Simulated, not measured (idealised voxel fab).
You're looking at the process module voxel self aligned contacts.
We display cut, a cross-section 250 nm in width whose square cells are each 5 nm.
Cross-section format: a grid of square cells, given as bands from top to bottom; each band is one or more rows of cells.
Each band's line starts with the height of the band's top and of its bottom, in nm. Then come its materials from left to right, each with its width in nm. One material with "edge to edge" fills the band from edge to edge. "blank" is empty space.
Heights are measured from 0, the level below which the as-received wafer is all one material; the lowest band has no bottom and continues downward, written as in "0 and below".
With a width like "30->40", each row of cells in the band differs from the next by the same amount, the top row carrying the first number and the bottom row the second.
The designation "remained the same", where it is given for a processing step, indicates that no cell of the cross-section was altered in the course of that step.
Empty spaces counting at least 8 cells and having no open way to the top are listed in "Tabulated closed voids". The notation width x height at distance is used for each, the distance being from the left edge and all three values in nm.
What comes after the settings on a step's line is commentary from the simulator itself on that step.
On any step carrying a mask, the "overlay nm" setting, if present on the step's line, tells how far right of its planned place the mask lay; negative values point to the left.
BELOW IS THE LIST OF PLANNED PROCESS STEPS
1. op RECEIVE | material Si
2. op CONFORMAL_DEP | material SiO2 | thk nm 5
3. op DIRECTIONAL_DEP | material polySi | thk nm 30
4. op DIRECTIONAL_DEP | material SiN | thk nm 20
5. op MASKED_ETCH | tone cover | mask id GATE | width nm 25 | pitch nm 65 | etch materials SiN | depth nm 20 | overlay nm 0
6. op MASKED_ETCH | tone cover | mask id GATE | width nm 25 | pitch nm 65 | etch materials polySi | depth nm 30 | overlay nm 0
7. op CONFORMAL_DEP | material SiN | thk nm 10
8. op DIRECTIONAL_ETCH | etch materials SiN | depth nm 10
9. op FILL_DEP | material SiO2 | thk nm 15
10. op CMP | height nm 60
11. op PATTERN | tone open | mask id CONTACT | material resist | width nm 50 | pitch nm 65 | thk nm 20 | overlay nm 0
12. op DIRECTIONAL_ETCH | etch materials SiO2 | depth nm 60
13. op STRIP | etch materials resist
14. op CONFORMAL_DEP | material TiN | thk nm 5
15. op FILL_DEP | material W | thk nm 5
16. op CMP | height nm 60
17. op CONFORMAL_DEP | material SiN | thk nm 5
WAFER AT RECEIPT (POST STEP 1), CROSS-SECTION
	0 and below | Si edge to edge
	Tabulated closed voids: none
AS-PLANNED RUN: CROSS-SECTION OF THE FIRST OF TWO WAFERS AT END OF MODULE
	65 down to 60 | SiN edge to edge
	60 down to 55 | SiO2: 65 | TiN: 20 | W: 10 | TiN: 20 | SiO2: 15 | TiN: 20 | W: 10 | TiN: 20 | SiO2: 70
	55 down to 35 | SiO2: 35 | SiN: 45 | TiN: 5 | W: 10 | TiN: 5 | SiN: 45 | TiN: 5 | W: 10 | TiN: 5 | SiN: 45 | SiO2: 40
	35 down to 5 | SiO2: 35 | SiN: 10 | polySi: 25 | SiN: 10 | TiN: 5 | W: 10 | TiN: 5 | SiN: 10 | polySi: 25 | SiN: 10 | TiN: 5 | W: 10 | TiN: 5 | SiN: 10 | polySi: 25 | SiN: 10 | SiO2: 40
	5 down to 0 | SiO2: 80 | TiN: 20 | SiO2: 45 | TiN: 20 | SiO2: 85
	0 and below | Si edge to edge
	Tabulated closed voids: none
CROSS-SECTION AT END OF MODULE FOR THE SECOND WAFER OF TWO, WHICH MATCHED THE FIRST IN STARTING POINT AND PLAN AND DIFFERED BY ONE MISTAKE IN ITS PROCESSING
	65 down to 60 | SiN edge to edge
	60 down to 55 | SiO2: 65 | TiN: 50 | SiO2: 15 | TiN: 50 | SiO2: 70
	55 down to 35 | SiN: 55 | SiO2: 5 | SiN: 60 | SiO2: 5 | SiN: 60 | SiO2: 5 | SiN: 60
	35 down to 5 | polySi edge to edge
	5 down to 0 | SiO2 edge to edge
	0 and below | Si edge to edge
	Tabulated closed voids: none
Short version of what went wrong: so step 5 ended up running with a different setting than we planned, it ran as op MASKED_ETCH | tone open | mask id GATE | width nm 25 | pitch nm 65 | etch materials SiN | depth nm 20 | overlay nm 0
Materials where the second wafer ends with more or fewer cells than the first: +8 SiN, -130 SiO2, -44 TiN, -44 W, +210 polySi
